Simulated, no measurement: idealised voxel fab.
process module | voxel trench capacitor
The width of the displayed cross-section, cut, is 230 nm; its cells are square, with a size of 5 nm.
Cross-section = grid of square cells, listed top down in bands; band = one or more rows. Top height, bottom height, nm. Materials left to right, width each, nm. Single material + "everywhere" = fills band edge to edge. "empty" = empty. Beneath 0, the wafer as received is one material, and that level is where height counting begins. The lowest band goes on downward without a bottom; it is written like "from 0 down". Think of "30->40" as a width that walks from the first number to the second as you go down the band, top row to bottom row, taking equal-sized steps from row to row. "nothing altered", as given for a step, is the statement that not any cell of the cross-section underwent a change during that step. Any empty space of 8 cells or more lacking an open way to the top shows up in "Closed void catalog" as width x height at distance, distance from the left edge, in nm. If you see something after the settings on a step's line, that's the simulator's own remark about that step. overlay nm: on a step with a mask, how far right of its planned place the mask lay; negative means left.

### The following list gives the planned process steps
1. RECEIVE with material Si
2. CONFORMAL_DEP with material SiN, thk nm 10
3. PATTERN with tone open, mask id TRENCH, material resist, width nm 25, pitch nm 55, thk nm 15, overlay nm 0
4. DIRECTIONAL_ETCH with etch materials SiN, depth nm 10
5. DIRECTIONAL_ETCH with etch materials Si, depth nm 30
6. STRIP with etch materials resist
7. CONFORMAL_DEP with material Al2O3, thk nm 5
8. FILL_DEP with material polySi, thk nm 10
9. CMP with height nm 10

### Cross-sectional view of the wafer in its as-received condition, corresponding to the state after step 1
    from 0 down  Si everywhere
    Closed void catalog: none

### Starting structure and process plan are as shown above, but one mistake was made in running the module; the wafer cross-section at the end of the module follows
    from 10 to 0  45 nm SiN | 5 nm Al2O3 | 15 nm polySi | 5 nm Al2O3 | 30 nm SiN | 5 nm Al2O3 | 15 nm polySi | 5 nm Al2O3 | 30 nm SiN | 5 nm Al2O3 | 15 nm polySi | 5 nm Al2O3 | 50 nm SiN
    from 0 to -55  45 nm Si | 5 nm Al2O3 | 15 nm polySi | 5 nm Al2O3 | 30 nm Si | 5 nm Al2O3 | 15 nm polySi | 5 nm Al2O3 | 30 nm Si | 5 nm Al2O3 | 15 nm polySi | 5 nm Al2O3 | 50 nm Si
    from -55 to -60  45 nm Si | 25 nm Al2O3 | 30 nm Si | 25 nm Al2O3 | 30 nm Si | 25 nm Al2O3 | 50 nm Si
    from -60 down  Si everywhere
    Closed void catalog: none
Where did the run depart from the plan? the plan's step 5 ran twice
